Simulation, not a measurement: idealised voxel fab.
Presented below is a process module, voxel capacitor over wiring.
It is cross-section cut that appears here, measuring 155 nm in width, its square cells being 5 nm in size.
Reading order for cross-sections: top band down to bottom band. Underlying form: a grid of square cells. Band size: one or more rows of cells. Basically the band line says how high the top is and how high the bottom is, in nm, and then what's in it from left to right, every material with its width in nm. Empty space shows up as "blank", and if a single material carries "full width" it runs the full band edge to edge. Measure heights from 0. That's the level where, below it, the as-received wafer is all one material. The lowest band is bottomless and extends downward; write it as in "0 -> down". Width spec "30..40" -> top row of cells at first value, bottom row at second value, equal per-row change in between. "remained unchanged" (step): cross-section cells unchanged, all of them. "Voids, sealed" contains a list of empty spaces, each no smaller than 8 cells and without an open way to the top, written in the form width x height at distance with the distance from the left edge and all three in nm. That trailing text on a step's line, after the settings, is the simulator's own remark on the step. The line of a step may include "overlay nm". On a step with a mask, this value is how far to the right of its planned place the mask lay. A negative value means the mask lay to the left.

Planned process steps
1 RECEIVE (material Si)
2 CONFORMAL_DEP (material SiO2; thk nm 10)
3 DIRECTIONAL_DEP (material TiN; thk nm 5)
4 DIRECTIONAL_DEP (material Ru; thk nm 25)
5 MASKED_ETCH (tone cover; mask id METAL_1; width nm 30; pitch nm 85; etch materials Ru; depth nm 25; overlay nm 0)
6 MASKED_ETCH (tone cover; mask id METAL_1; width nm 30; pitch nm 85; etch materials TiN; depth nm 5; overlay nm 0)
7 CONFORMAL_DEP (material SiN; thk nm 5)
8 FILL_DEP (material lowk; thk nm 5)
9 CMP (height nm 40)
10 CONFORMAL_DEP (material SiCN; thk nm 5)
11 DIRECTIONAL_DEP (material SiO2; thk nm 20)
12 PATTERN (tone open; mask id PLUG_1; material resist; width nm 15; thk nm 20; overlay nm 0)
13 DIRECTIONAL_ETCH (etch materials SiO2; depth nm 20)
14 DIRECTIONAL_ETCH (etch materials SiCN; depth nm 5)
15 STRIP (etch materials resist)
16 EPI (material Ru; thk nm 10)
17 EPI (material Ru; thk nm 10)
18 EPI (material Ru; thk nm 5)
19 DIRECTIONAL_DEP (material TiN; thk nm 10)
20 DIRECTIONAL_DEP (material Al2O3; thk nm 5)
21 DIRECTIONAL_DEP (material TiN; thk nm 10)
22 MASKED_ETCH (tone cover; mask id UPPER_PLATE; width nm 60; etch materials TiN; depth nm 10; overlay nm 0)
23 MASKED_ETCH (tone cover; mask id UPPER_PLATE; width nm 60; etch materials Al2O3; depth nm 5; overlay nm 0)
24 MASKED_ETCH (tone cover; mask id LOWER_PLATE; width nm 70; etch materials TiN; depth nm 10; overlay nm 0)
25 FILL_DEP (material SiO2; thk nm 15)
26 CMP (height nm 100)
27 MASKED_ETCH (tone open; mask id PLUG_2; width nm 15; etch materials SiO2; depth nm 10; overlay nm 0)
28 CONFORMAL_DEP (material TiN; thk nm 5)
29 FILL_DEP (material Cu; thk nm 10)
30 CMP (height nm 100)
31 CONFORMAL_DEP (material SiCN; thk nm 5)

First of two wafers - as planned

Cross-section, incoming material, after step 1
- 0 -> down: Si full width
- Voids, sealed: none

Step 2 complete: cross-section through the wafer
- 10 -> 0: SiO2 full width
- Beneath the level 0, the cross-section is identical to its previous state.

Step 3 complete: cross-section through the wafer
- 15 -> 10: TiN full width
- Beneath the level 10, the cross-section is identical to its previous state.

Step 4 complete: cross-section through the wafer
- 40 -> 15: Ru full width
- Beneath the level 15, the cross-section is identical to its previous state.

Step 5 complete: cross-section through the wafer
- 40 -> 15: blank=20, then Ru=30, then blank=55, then Ru=30, then blank=20
- Beneath the level 15, the cross-section is identical to its previous state.

Step 6 complete: cross-section through the wafer
- 40 -> 15: blank=20, then Ru=30, then blank=55, then Ru=30, then blank=20
- 15 -> 10: blank=20, then TiN=30, then blank=55, then TiN=30, then blank=20
- Beneath the level 10, the cross-section is identical to its previous state.

Step 7 complete: cross-section through the wafer
- 45 -> 40: blank=15, then SiN=40, then blank=45, then SiN=40, then blank=15
- 40 -> 15: blank=15, then SiN=5, then Ru=30, then SiN=5, then blank=45, then SiN=5, then Ru=30, then SiN=5, then blank=15
- 15 -> 10: SiN=20, then TiN=30, then SiN=55, then TiN=30, then SiN=20
- Beneath the level 10, the cross-section is identical to its previous state.

Step 8 complete: cross-section through the wafer
- 50 -> 45: lowk full width
- 45 -> 40: lowk=15, then SiN=40, then lowk=45, then SiN=40, then lowk=15
- 40 -> 15: lowk=15, then SiN=5, then Ru=30, then SiN=5, then lowk=45, then SiN=5, then Ru=30, then SiN=5, then lowk=15
- Beneath the level 15, the cross-section is identical to its previous state.

Step 9 complete: cross-section through the wafer
- 40 -> 15: lowk=15, then SiN=5, then Ru=30, then SiN=5, then lowk=45, then SiN=5, then Ru=30, then SiN=5, then lowk=15
- Beneath the level 15, the cross-section is identical to its previous state.

Step 10 complete: cross-section through the wafer
- 45 -> 40: SiCN full width
- Beneath the level 40, the cross-section is identical to its previous state.

Step 11 complete: cross-section through the wafer
- 65 -> 45: SiO2 full width
- Beneath the level 45, the cross-section is identical to its previous state.

Step 12 complete: cross-section through the wafer
- 85 -> 65: resist=35, then blank=15, then resist=105
- Beneath the level 65, the cross-section is identical to its previous state.

Step 13 complete: cross-section through the wafer
- 85 -> 65: resist=35, then blank=15, then resist=105
- 65 -> 45: SiO2=35, then blank=15, then SiO2=105
- Beneath the level 45, the cross-section is identical to its previous state.

Step 14 complete: cross-section through the wafer
- 85 -> 65: resist=35, then blank=15, then resist=105
- 65 -> 45: SiO2=35, then blank=15, then SiO2=105
- 45 -> 40: SiCN=35, then blank=15, then SiCN=105
- Beneath the level 40, the cross-section is identical to its previous state.

Step 15 complete: cross-section through the wafer
- 65 -> 45: SiO2=35, then blank=15, then SiO2=105
- Beneath the level 45, the cross-section is identical to its previous state.

Step 16 complete: cross-section through the wafer
- 65 -> 50: SiO2=35, then blank=15, then SiO2=105
- 50 -> 45: SiO2=35, then Ru=15, then SiO2=105
- 45 -> 40: SiCN=35, then Ru=15, then SiCN=105
- Beneath the level 40, the cross-section is identical to its previous state.

Step 17 complete: cross-section through the wafer
- 65 -> 60: SiO2=35, then blank=15, then SiO2=105
- 60 -> 45: SiO2=35, then Ru=15, then SiO2=105
- Beneath the level 45, the cross-section is identical to its previous state.

Step 18 complete: cross-section through the wafer
- 65 -> 45: SiO2=35, then Ru=15, then SiO2=105
- Beneath the level 45, the cross-section is identical to its previous state.

Step 19 complete: cross-section through the wafer
- 75 -> 65: TiN full width
- Beneath the level 65, the cross-section is identical to its previous state.

Step 20 complete: cross-section through the wafer
- 80 -> 75: Al2O3 full width
- Beneath the level 75, the cross-section is identical to its previous state.

Step 21 complete: cross-section through the wafer
- 90 -> 80: TiN full width
- Beneath the level 80, the cross-section is identical to its previous state.

Step 22 complete: cross-section through the wafer
- 90 -> 80: blank=35, then TiN=60, then blank=60
- Beneath the level 80, the cross-section is identical to its previous state.

Step 23 complete: cross-section through the wafer
- 90 -> 80: blank=35, then TiN=60, then blank=60
- 80 -> 75: blank=35, then Al2O3=60, then blank=60
- Beneath the level 75, the cross-section is identical to its previous state.

Step 24 complete: cross-section through the wafer
- 90 -> 80: blank=35, then TiN=60, then blank=60
- 80 -> 75: blank=35, then Al2O3=60, then blank=60
- 75 -> 65: blank=30, then TiN=70, then blank=55
- Beneath the level 65, the cross-section is identical to its previous state.

Step 25 complete: cross-section through the wafer
- 105 -> 90: SiO2 full width
- 90 -> 80: SiO2=35, then TiN=60, then SiO2=60
- 80 -> 75: SiO2=35, then Al2O3=60, then SiO2=60
- 75 -> 65: SiO2=30, then TiN=70, then SiO2=55
- Beneath the level 65, the cross-section is identical to its previous state.

Step 26 complete: cross-section through the wafer
- 100 -> 90: SiO2 full width
- Beneath the level 90, the cross-section is identical to its previous state.

Step 27 complete: cross-section through the wafer
- 100 -> 90: SiO2=45, then blank=15, then SiO2=95
- Beneath the level 90, the cross-section is identical to its previous state.

Step 28 complete: cross-section through the wafer
- 105 -> 100: TiN=50, then blank=5, then TiN=100
- 100 -> 95: SiO2=45, then TiN=5, then blank=5, then TiN=5, then SiO2=95
- 95 -> 90: SiO2=45, then TiN=15, then SiO2=95
- Beneath the level 90, the cross-section is identical to its previous state.

Step 29 complete: cross-section through the wafer
- 115 -> 105: Cu full width
- 105 -> 100: TiN=50, then Cu=5, then TiN=100
- 100 -> 95: SiO2=45, then TiN=5, then Cu=5, then TiN=5, then SiO2=95
- Beneath the level 95, the cross-section is identical to its previous state.

Step 30 complete: cross-section through the wafer
- 100 -> 95: SiO2=45, then TiN=5, then Cu=5, then TiN=5, then SiO2=95
- Beneath the level 95, the cross-section is identical to its previous state.

Step 31 complete: cross-section through the wafer
- 105 -> 100: SiCN full width
- Beneath the level 100, the cross-section is identical to its previous state.

Second wafer: like start, like plan, one mistake. Through step 23 it matches the first wafer

At the planned end of step 24, the second wafer in cross-section
- 90 -> 80: blank=35, then TiN=60, then blank=60
- 80 -> 75: blank=35, then Al2O3=60, then blank=60
- 75 -> 65: blank=35, then TiN=65, then blank=55
- Beneath the level 65, the cross-section is identical to its previous state.

At the planned end of step 25, the second wafer in cross-section
- 105 -> 90: SiO2 full width
- 90 -> 80: SiO2=35, then TiN=60, then SiO2=60
- 80 -> 75: SiO2=35, then Al2O3=60, then SiO2=60
- 75 -> 65: SiO2=35, then TiN=65, then SiO2=55
- Beneath the level 65, the cross-section is identical to its previous state.

At the planned end of step 26, the second wafer in cross-section
- 100 -> 90: SiO2 full width
- Beneath the level 90, the cross-section is identical to its previous state.

At the planned end of step 27, the second wafer in cross-section
- 100 -> 90: SiO2=45, then blank=15, then SiO2=95
- Beneath the level 90, the cross-section is identical to its previous state.

At the planned end of step 28, the second wafer in cross-section
- 105 -> 100: TiN=50, then blank=5, then TiN=100
- 100 -> 95: SiO2=45, then TiN=5, then blank=5, then TiN=5, then SiO2=95
- 95 -> 90: SiO2=45, then TiN=15, then SiO2=95
- Beneath the level 90, the cross-section is identical to its previous state.

At the planned end of step 29, the second wafer in cross-section
- 115 -> 105: Cu full width
- 105 -> 100: TiN=50, then Cu=5, then TiN=100
- 100 -> 95: SiO2=45, then TiN=5, then Cu=5, then TiN=5, then SiO2=95
- Beneath the level 95, the cross-section is identical to its previous state.

At the planned end of step 30, the second wafer in cross-section
- 100 -> 95: SiO2=45, then TiN=5, then Cu=5, then TiN=5, then SiO2=95
- Beneath the level 95, the cross-section is identical to its previous state.

At the planned end of step 31, the second wafer in cross-section
- 105 -> 100: SiCN full width
- Beneath the level 100, the cross-section is identical to its previous state.
Diagnosis: step 24, actual vs plan mismatch, actual run MASKED_ETCH (tone cover; mask id LOWER_PLATE; width nm 65; etch materials TiN; depth nm 10; overlay nm 0)
Upon completion, the second wafer contains, in terms of cells, a greater or smaller amount of certain materials than the first wafer: SiO2: 2 more; TiN: 2 fewer
